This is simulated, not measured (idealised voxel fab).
A process module follows: voxel local oxidation.
In the cross-section labelled cut, the width is 245 nm and each square cell is 5 nm.
Throughout this document, each cross-section is represented as a grid of square cells and is presented as a sequence of bands enumerated from the top downward, where a band comprises one or more rows of cells. Band: top height; bottom height; in nm. Then, left to right: material with width in nm, for each material. "edge to edge": a single material spanning edge to edge. "air": empty space. Heights from 0 (as-received wafer is one material below). Bottom band endless downward, as "from 0 down". Width spec "30 to 40" -> top row of cells at first value, bottom row at second value, equal per-row change in between. "no modification" means the step left every cell of the cross-section as it was. "Unvented cavities" means: voids of 8 cells or more that are shut off from the top with no open way through. Written width x height at distance, distance from the left edge, in nm. It should be noted that, on the line of a given step, the content following the step's settings is a remark produced by the simulator itself with respect to that step. overlay nm: on a step with a mask, how far right of its planned place the mask lay; negative means left.

**This section lists the process steps that were planned**
1: RECEIVE,material Si
2: OXIDIZE,depth nm 5
3: CONFORMAL_DEP,material SiN,thk nm 15
4: DIRECTIONAL_DEP,material aC,thk nm 15
5: PATTERN,tone cover,mask id ACTIVE,material resist,width nm 105,thk nm 30,overlay nm 0
6: DIRECTIONAL_ETCH,etch materials aC,depth nm 15
7: STRIP,etch materials resist
8: DIRECTIONAL_ETCH,etch materials SiN,depth nm 5
9: STRIP,etch materials aC
10: SELECTIVE_ETCH,etch materials SiO2,depth nm 5
11: OXIDIZE,depth nm 15
12: STRIP,etch materials SiN
varied across the wafers: depth nm of step 8. The plan shows the first wafer's value. All wafers start alike

**As-received state after step 1, first of several wafers, cross-section**
from 0 down  Si edge to edge
Unvented cavities: none

**First of several wafers: cross-section at the end of the module, after step 12, its last step**
from 0 to -5  SiO2 edge to edge
from -5 down  Si edge to edge
Unvented cavities: none

**Last-wafer cross-section at the end of the module**
from 0 to -5  air (75), then SiO2 (95), then air (75)
from -5 to -20  SiO2 (90), then Si (65), then SiO2 (90)
from -20 down  Si edge to edge
Unvented cavities: none

**For your reference, the table is organized with a row per wafer; each row reflects the wafer at the end of the module, indicating for each material the cells gained (+) or lost (-) since receipt, and thereafter its closed voids**
depth nm 5 | -49 Si | +49 SiO2 | Unvented cavities: none
depth nm 10 | -49 Si | +49 SiO2 | Unvented cavities: none
depth nm 15 | -157 Si | +127 SiO2 | Unvented cavities: none
depth nm 20 | -157 Si | +127 SiO2 | Unvented cavities: none
depth nm 25 | -157 Si | +127 SiO2 | Unvented cavities: none
depth nm 30 | -157 Si | +127 SiO2 | Unvented cavities: none
